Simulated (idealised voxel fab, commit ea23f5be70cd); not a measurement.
process module | voxel released beams
cross-section cut | 290 nm wide | cells 5 nm
A cross-section is a grid of square cells, given in bands from the top down. A band is one or more rows of cells.
Each band's line starts with the height of the band's top and of its bottom, in nm. Then come its materials from left to right, each with its width in nm. One material with "throughout" fills the band from edge to edge. "air" is empty space.
Height 0 is the level under which the wafer as received is all one material. The lowest band goes on downwards, as in "0 down".
A width such as "30 to 40" changes by the same amount from each row of cells to the next, from the band's top row to its bottom row.
"no change" after a step means that no cell of the cross-section changed.
closed voids: empty space of 8 cells or more with no open way to the top, each as width x height at its distance from the left edge, in nm
after a step's settings: what the simulator itself notes on the step
overlay nm, on a step with a mask: how far to the right of its planned place the mask lay; to the left if negative
Each pair below shows a cross-section before one step and the cross-section after it, down to the lowest band that changed. The line under each pair gives the step between them, with its settings. The pairs can come from different runs of this module on the same starting wafer, so a pair continues from the pair above only where its "before" says so.
before
  0 down: Si throughout
  closed voids: none
after
  10 to 0: Al2O3 throughout
  below 0: unchanged
  closed voids: none
the step between: op CONFORMAL_DEP | material Al2O3 | thk nm 10
before: the cross-section after the pair above
after
  30 to 10: SiO2 throughout
  below 10: unchanged
  closed voids: none
the step between: op DIRECTIONAL_DEP | material SiO2 | thk nm 20
before: the cross-section after the pair above
after
  40 to 30: aC throughout
  below 30: unchanged
  closed voids: none
the step between: op DIRECTIONAL_DEP | material aC | thk nm 10
before: the cross-section after the pair above
after
  70 to 40: resist 90 | air 40 | resist 160
  below 40: unchanged
  closed voids: none
the step between: op PATTERN | tone open | mask id ANCHOR | material resist | width nm 40 | thk nm 30 | overlay nm 0
before: the cross-section after the pair above
after
  60 to 40: resist 90 | air 40 | resist 160
  40 to 30: aC 90 | air 40 | aC 160
  below 30: unchanged
  closed voids: none
the step between: op DIRECTIONAL_ETCH | etch materials aC | depth nm 10
before: the cross-section after the pair above
after
  40 to 30: aC 90 | air 40 | aC 160
  below 30: unchanged
  closed voids: none
the step between: op STRIP | etch materials resist
before: the cross-section after the pair above
after
  40 to 30: aC 90 | air 40 | aC 160
  30 to 10: SiO2 90 | air 40 | SiO2 160
  below 10: unchanged
  closed voids: none
the step between: op DIRECTIONAL_ETCH | etch materials SiO2 | depth nm 20
before: the cross-section after the pair above
after
  30 to 10: SiO2 90 | air 40 | SiO2 160
  below 10: unchanged
  closed voids: none
the step between: op STRIP | etch materials aC
before: the cross-section after the pair above
after
  45 to 30: SiN 105 | air 10 | SiN 175
  30 to 25: SiO2 90 | SiN 15 | air 10 | SiN 15 | SiO2 160
  25 to 10: SiO2 90 | SiN 40 | SiO2 160
  below 10: unchanged
  closed voids: none
the step between: op CONFORMAL_DEP | material SiN | thk nm 15
before: the cross-section after the pair above
after
  60 to 45: air 85 | resist 115 | air 90
  45 to 30: SiN 105 | resist 10 | SiN 175
  30 to 25: SiO2 90 | SiN 15 | resist 10 | SiN 15 | SiO2 160
  below 25: unchanged
  closed voids: none
the step between: op PATTERN | tone cover | mask id BEAM | material resist | width nm 115 | thk nm 15 | overlay nm 0
before: the cross-section after the pair above
after
  60 to 45: air 85 | resist 115 | air 90
  45 to 30: air 85 | SiN 20 | resist 10 | SiN 85 | air 90
  below 30: unchanged
  closed voids: none
the step between: op DIRECTIONAL_ETCH | etch materials SiN | depth nm 15
before: the cross-section after the pair above
after
  45 to 30: air 85 | SiN 20 | air 10 | SiN 85 | air 90
  30 to 25: SiO2 90 | SiN 15 | air 10 | SiN 15 | SiO2 160
  below 25: unchanged
  closed voids: none
the step between: op STRIP | etch materials resist
before: the cross-section after the pair above
after
  45 to 30: air 85 | SiN 20 | air 10 | SiN 85 | air 90
  30 to 25: air 90 | SiN 15 | air 10 | SiN 15 | air 160
  25 to 10: air 90 | SiN 40 | air 160
  below 10: unchanged
  closed voids: none
the step between: op STRIP | etch materials SiO2
before
  0 down: Si throughout
  closed voids: none
after
  20 to 0: SiO2 throughout
  below 0: unchanged
  closed voids: none
the step between: op DIRECTIONAL_DEP | material SiO2 | thk nm 20
before: the cross-section after the pair above
after
  30 to 20: aC throughout
  below 20: unchanged
  closed voids: none
the step between: op DIRECTIONAL_DEP | material aC | thk nm 10
before: the cross-section after the pair above
after
  60 to 30: resist 90 | air 40 | resist 160
  below 30: unchanged
  closed voids: none
the step between: op PATTERN | tone open | mask id ANCHOR | material resist | width nm 40 | thk nm 30 | overlay nm 0
before: the cross-section after the pair above
after
  50 to 30: resist 90 | air 40 | resist 160
  30 to 20: aC 90 | air 40 | aC 160
  below 20: unchanged
  closed voids: none
the step between: op DIRECTIONAL_ETCH | etch materials aC | depth nm 10
before: the cross-section after the pair above
after
  30 to 20: aC 90 | air 40 | aC 160
  below 20: unchanged
  closed voids: none
the step between: op STRIP | etch materials resist
before: the cross-section after the pair above
after
  30 to 20: aC 90 | air 40 | aC 160
  20 to 0: SiO2 90 | air 40 | SiO2 160
  below 0: unchanged
  closed voids: none
the step between: op DIRECTIONAL_ETCH | etch materials SiO2 | depth nm 20
before: the cross-section after the pair above
after
  20 to 0: SiO2 90 | air 40 | SiO2 160
  below 0: unchanged
  closed voids: none
the step between: op STRIP | etch materials aC
before: the cross-section after the pair above
after
  35 to 20: SiN 105 | air 10 | SiN 175
  20 to 15: SiO2 90 | SiN 15 | air 10 | SiN 15 | SiO2 160
  15 to 0: SiO2 90 | SiN 40 | SiO2 160
  below 0: unchanged
  closed voids: none
the step between: op CONFORMAL_DEP | material SiN | thk nm 15
before: the cross-section after the pair above
after
  50 to 35: air 85 | resist 115 | air 90
  35 to 20: SiN 105 | resist 10 | SiN 175
  20 to 15: SiO2 90 | SiN 15 | resist 10 | SiN 15 | SiO2 160
  below 15: unchanged
  closed voids: none
the step between: op PATTERN | tone cover | mask id BEAM | material resist | width nm 115 | thk nm 15 | overlay nm 0
before: the cross-section after the pair above
after
  50 to 35: air 85 | resist 115 | air 90
  35 to 20: air 85 | SiN 20 | resist 10 | SiN 85 | air 90
  below 20: unchanged
  closed voids: none
the step between: op DIRECTIONAL_ETCH | etch materials SiN | depth nm 15
before: the cross-section after the pair above
after
  35 to 20: air 85 | SiN 20 | air 10 | SiN 85 | air 90
  20 to 15: SiO2 90 | SiN 15 | air 10 | SiN 15 | SiO2 160
  below 15: unchanged
  closed voids: none
the step between: op STRIP | etch materials resist
before: the cross-section after the pair above
after
  35 to 20: air 85 | SiN 20 | air 10 | SiN 85 | air 90
  20 to 15: air 90 | SiN 15 | air 10 | SiN 15 | air 160
  15 to 0: air 90 | SiN 40 | air 160
  below 0: unchanged
  closed voids: none
the step between: op STRIP | etch materials SiO2
before
  45 to 30: SiN 105 | air 10 | SiN 175
  30 to 25: SiO2 90 | SiN 15 | air 10 | SiN 15 | SiO2 160
  25 to 10: SiO2 90 | SiN 40 | SiO2 160
  10 to 0: Al2O3 throughout
  0 down: Si throughout
  closed voids: none
after
  60 to 30: SiN throughout
  30 to 10: SiO2 90 | SiN 40 | SiO2 160
  below 10: unchanged
  closed voids: none
the step between: op CONFORMAL_DEP | material SiN | thk nm 15
before: the cross-section after the pair above
after
  75 to 60: air 85 | resist 115 | air 90
  below 60: unchanged
  closed voids: none
the step between: op PATTERN | tone cover | mask id BEAM | material resist | width nm 115 | thk nm 15 | overlay nm 0
before: the cross-section after the pair above
after
  75 to 60: air 85 | resist 115 | air 90
  60 to 45: air 85 | SiN 115 | air 90
  below 45: unchanged
  closed voids: none
the step between: op DIRECTIONAL_ETCH | etch materials SiN | depth nm 15
before: the cross-section after the pair above
after
  60 to 45: air 85 | SiN 115 | air 90
  below 45: unchanged
  closed voids: none
the step between: op STRIP | etch materials resist
before
  20 to 0: SiO2 throughout
  0 down: Si throughout
  closed voids: none
after
  30 to 20: Al2O3 throughout
  below 20: unchanged
  closed voids: none
the step between: op CONFORMAL_DEP | material Al2O3 | thk nm 10
before: the cross-section after the pair above
after
  40 to 30: aC throughout
  below 30: unchanged
  closed voids: none
the step between: op DIRECTIONAL_DEP | material aC | thk nm 10
before: the cross-section after the pair above
after
  70 to 40: resist 90 | air 40 | resist 160
  below 40: unchanged
  closed voids: none
the step between: op PATTERN | tone open | mask id ANCHOR | material resist | width nm 40 | thk nm 30 | overlay nm 0
before: the cross-section after the pair above
after
  60 to 40: resist 90 | air 40 | resist 160
  40 to 30: aC 90 | air 40 | aC 160
  below 30: unchanged
  closed voids: none
the step between: op DIRECTIONAL_ETCH | etch materials aC | depth nm 10
before: the cross-section after the pair above
after
  40 to 30: aC 90 | air 40 | aC 160
  below 30: unchanged
  closed voids: none
the step between: op STRIP | etch materials resist
before: the cross-section after the pair above
after
  30 to 20: Al2O3 throughout
  below 20: unchanged
  closed voids: none
the step between: op STRIP | etch materials aC
before: the cross-section after the pair above
after
  45 to 30: SiN throughout
  below 30: unchanged
  closed voids: none
the step between: op CONFORMAL_DEP | material SiN | thk nm 15
before: the cross-section after the pair above
after
  60 to 45: air 85 | resist 115 | air 90
  below 45: unchanged
  closed voids: none
the step between: op PATTERN | tone cover | mask id BEAM | material resist | width nm 115 | thk nm 15 | overlay nm 0
before: the cross-section after the pair above
after
  60 to 45: air 85 | resist 115 | air 90
  45 to 30: air 85 | SiN 115 | air 90
  below 30: unchanged
  closed voids: none
the step between: op DIRECTIONAL_ETCH | etch materials SiN | depth nm 15
before: the cross-section after the pair above
after
  45 to 30: air 85 | SiN 115 | air 90
  below 30: unchanged
  closed voids: none
the step between: op STRIP | etch materials resist
before
  60 to 45: air 85 | resist 115 | air 90
  45 to 30: SiN 105 | resist 10 | SiN 175
  30 to 25: SiO2 90 | SiN 15 | resist 10 | SiN 15 | SiO2 160
  25 to 10: SiO2 90 | SiN 40 | SiO2 160
  10 to 0: Al2O3 throughout
  0 down: Si throughout
  closed voids: none
after
  60 to 45: air 85 | resist 115 | air 90
  45 to 35: air 85 | SiN 20 | resist 10 | SiN 85 | air 90
  below 35: unchanged
  closed voids: none
the step between: op DIRECTIONAL_ETCH | etch materials SiN | depth nm 10
before: the cross-section after the pair above
after
  45 to 35: air 85 | SiN 20 | air 10 | SiN 85 | air 90
  35 to 30: SiN 105 | air 10 | SiN 175
  30 to 25: SiO2 90 | SiN 15 | air 10 | SiN 15 | SiO2 160
  below 25: unchanged
  closed voids: none
the step between: op STRIP | etch materials resist
before
  40 to 30: aC throughout
  30 to 10: SiO2 throughout
  10 to 0: Al2O3 throughout
  0 down: Si throughout
  closed voids: none
after
  70 to 40: resist 85 | air 50 | resist 155
  below 40: unchanged
  closed voids: none
the step between: op PATTERN | tone open | mask id ANCHOR | material resist | width nm 50 | thk nm 30 | overlay nm 0
before: the cross-section after the pair above
after
  60 to 40: resist 85 | air 50 | resist 155
  40 to 30: aC 85 | air 50 | aC 155
  below 30: unchanged
  closed voids: none
the step between: op DIRECTIONAL_ETCH | etch materials aC | depth nm 10
before: the cross-section after the pair above
after
  40 to 30: aC 85 | air 50 | aC 155
  below 30: unchanged
  closed voids: none
the step between: op STRIP | etch materials resist
before: the cross-section after the pair above
after
  40 to 30: aC 85 | air 50 | aC 155
  30 to 10: SiO2 85 | air 50 | SiO2 155
  below 10: unchanged
  closed voids: none
the step between: op DIRECTIONAL_ETCH | etch materials SiO2 | depth nm 20
before: the cross-section after the pair above
after
  30 to 10: SiO2 85 | air 50 | SiO2 155
  below 10: unchanged
  closed voids: none
the step between: op STRIP | etch materials aC
before: the cross-section after the pair above
after
  45 to 30: SiN 100 | air 20 | SiN 170
  30 to 25: SiO2 85 | SiN 15 | air 20 | SiN 15 | SiO2 155
  25 to 10: SiO2 85 | SiN 50 | SiO2 155
  below 10: unchanged
  closed voids: none
the step between: op CONFORMAL_DEP | material SiN | thk nm 15
before: the cross-section after the pair above
after
  60 to 45: air 85 | resist 115 | air 90
  45 to 30: SiN 100 | resist 20 | SiN 170
  30 to 25: SiO2 85 | SiN 15 | resist 20 | SiN 15 | SiO2 155
  below 25: unchanged
  closed voids: none
the step between: op PATTERN | tone cover | mask id BEAM | material resist | width nm 115 | thk nm 15 | overlay nm 0
before: the cross-section after the pair above
after
  60 to 45: air 85 | resist 115 | air 90
  45 to 30: air 85 | SiN 15 | resist 20 | SiN 80 | air 90
  below 30: unchanged
  closed voids: none
the step between: op DIRECTIONAL_ETCH | etch materials SiN | depth nm 15
before: the cross-section after the pair above
after
  45 to 30: air 85 | SiN 15 | air 20 | SiN 80 | air 90
  30 to 25: SiO2 85 | SiN 15 | air 20 | SiN 15 | SiO2 155
  below 25: unchanged
  closed voids: none
the step between: op STRIP | etch materials resist
before: the cross-section after the pair above
after
  45 to 30: air 85 | SiN 15 | air 20 | SiN 80 | air 90
  30 to 25: air 85 | SiN 15 | air 20 | SiN 15 | air 155
  25 to 10: air 85 | SiN 50 | air 155
  below 10: unchanged
  closed voids: none
the step between: op STRIP | etch materials SiO2
before
  45 to 30: SiN 105 | air 10 | SiN 175
  30 to 25: SiO2 90 | SiN 15 | air 10 | SiN 15 | SiO2 160
  25 to 10: SiO2 90 | SiN 40 | SiO2 160
  10 to 0: Al2O3 throughout
  0 down: Si throughout
  closed voids: none
after
  60 to 45: air 75 | resist 115 | air 100
  45 to 30: SiN 105 | resist 10 | SiN 175
  30 to 25: SiO2 90 | SiN 15 | resist 10 | SiN 15 | SiO2 160
  below 25: unchanged
  closed voids: none
the step between: op PATTERN | tone cover | mask id BEAM | material resist | width nm 115 | thk nm 15 | overlay nm -10
before: the cross-section after the pair above
after
  60 to 45: air 75 | resist 115 | air 100
  45 to 30: air 75 | SiN 30 | resist 10 | SiN 75 | air 100
  below 30: unchanged
  closed voids: none
the step between: op DIRECTIONAL_ETCH | etch materials SiN | depth nm 15
before: the cross-section after the pair above
after
  45 to 30: air 75 | SiN 30 | air 10 | SiN 75 | air 100
  30 to 25: SiO2 90 | SiN 15 | air 10 | SiN 15 | SiO2 160
  below 25: unchanged
  closed voids: none
the step between: op STRIP | etch materials resist
before: the cross-section after the pair above
after
  45 to 30: air 75 | SiN 30 | air 10 | SiN 75 | air 100
  30 to 25: air 90 | SiN 15 | air 10 | SiN 15 | air 160
  25 to 10: air 90 | SiN 40 | air 160
  below 10: unchanged
  closed voids: none
the step between: op STRIP | etch materials SiO2
before
  40 to 30: aC 90 | air 40 | aC 160
  30 to 10: SiO2 90 | air 40 | SiO2 160
  10 to 0: Al2O3 throughout
  0 down: Si throughout
  closed voids: none
after
  0 down: Si throughout
  closed voids: none
the step between: op STRIP | etch materials Al2O3
before: the cross-section after the pair above
after
  15 to 0: SiN throughout
  below 0: unchanged
  closed voids: none
the step between: op CONFORMAL_DEP | material SiN | thk nm 15
before: the cross-section after the pair above
after
  30 to 15: air 85 | resist 115 | air 90
  below 15: unchanged
  closed voids: none
the step between: op PATTERN | tone cover | mask id BEAM | material resist | width nm 115 | thk nm 15 | overlay nm 0
before: the cross-section after the pair above
after
  30 to 15: air 85 | resist 115 | air 90
  15 to 0: air 85 | SiN 115 | air 90
  below 0: unchanged
  closed voids: none
the step between: op DIRECTIONAL_ETCH | etch materials SiN | depth nm 15
before: the cross-section after the pair above
after
  15 to 0: air 85 | SiN 115 | air 90
  below 0: unchanged
  closed voids: none
the step between: op STRIP | etch materials resist
before
  40 to 30: aC throughout
  30 to 10: SiO2 throughout
  10 to 0: Al2O3 throughout
  0 down: Si throughout
  closed voids: none
after
  70 to 40: air 90 | resist 40 | air 160
  below 40: unchanged
  closed voids: none
the step between: op PATTERN | tone cover | mask id ANCHOR | material resist | width nm 40 | thk nm 30 | overlay nm 0
before: the cross-section after the pair above
after
  60 to 40: air 90 | resist 40 | air 160
  40 to 30: air 90 | aC 40 | air 160
  below 30: unchanged
  closed voids: none
the step between: op DIRECTIONAL_ETCH | etch materials aC | depth nm 10
before: the cross-section after the pair above
after
  40 to 30: air 90 | aC 40 | air 160
  below 30: unchanged
  closed voids: none
the step between: op STRIP | etch materials resist
before: the cross-section after the pair above
after
  40 to 30: air 90 | aC 40 | air 160
  30 to 10: air 90 | SiO2 40 | air 160
  below 10: unchanged
  closed voids: none
the step between: op DIRECTIONAL_ETCH | etch materials SiO2 | depth nm 20
before: the cross-section after the pair above
after
  30 to 10: air 90 | SiO2 40 | air 160
  below 10: unchanged
  closed voids: none
the step between: op STRIP | etch materials aC
before: the cross-section after the pair above
after
  45 to 30: air 75 | SiN 70 | air 145
  30 to 25: air 75 | SiN 15 | SiO2 40 | SiN 15 | air 145
  25 to 10: SiN 90 | SiO2 40 | SiN 160
  below 10: unchanged
  closed voids: none
the step between: op CONFORMAL_DEP | material SiN | thk nm 15
before: the cross-section after the pair above
after
  60 to 45: air 85 | resist 115 | air 90
  45 to 30: air 75 | SiN 70 | resist 55 | air 90
  30 to 25: air 75 | SiN 15 | SiO2 40 | SiN 15 | resist 55 | air 90
  below 25: unchanged
  closed voids: none
the step between: op PATTERN | tone cover | mask id BEAM | material resist | width nm 115 | thk nm 15 | overlay nm 0
before: the cross-section after the pair above
after
  60 to 45: air 85 | resist 115 | air 90
  45 to 30: air 85 | SiN 60 | resist 55 | air 90
  30 to 25: air 75 | SiN 15 | SiO2 40 | SiN 15 | resist 55 | air 90
  25 to 10: air 75 | SiN 15 | SiO2 40 | SiN 70 | air 90
  below 10: unchanged
  closed voids: none
the step between: op DIRECTIONAL_ETCH | etch materials SiN | depth nm 15
before: the cross-section after the pair above
after
  45 to 30: air 85 | SiN 60 | air 145
  30 to 25: air 75 | SiN 15 | SiO2 40 | SiN 15 | air 145
  below 25: unchanged
  closed voids: none
the step between: op STRIP | etch materials resist
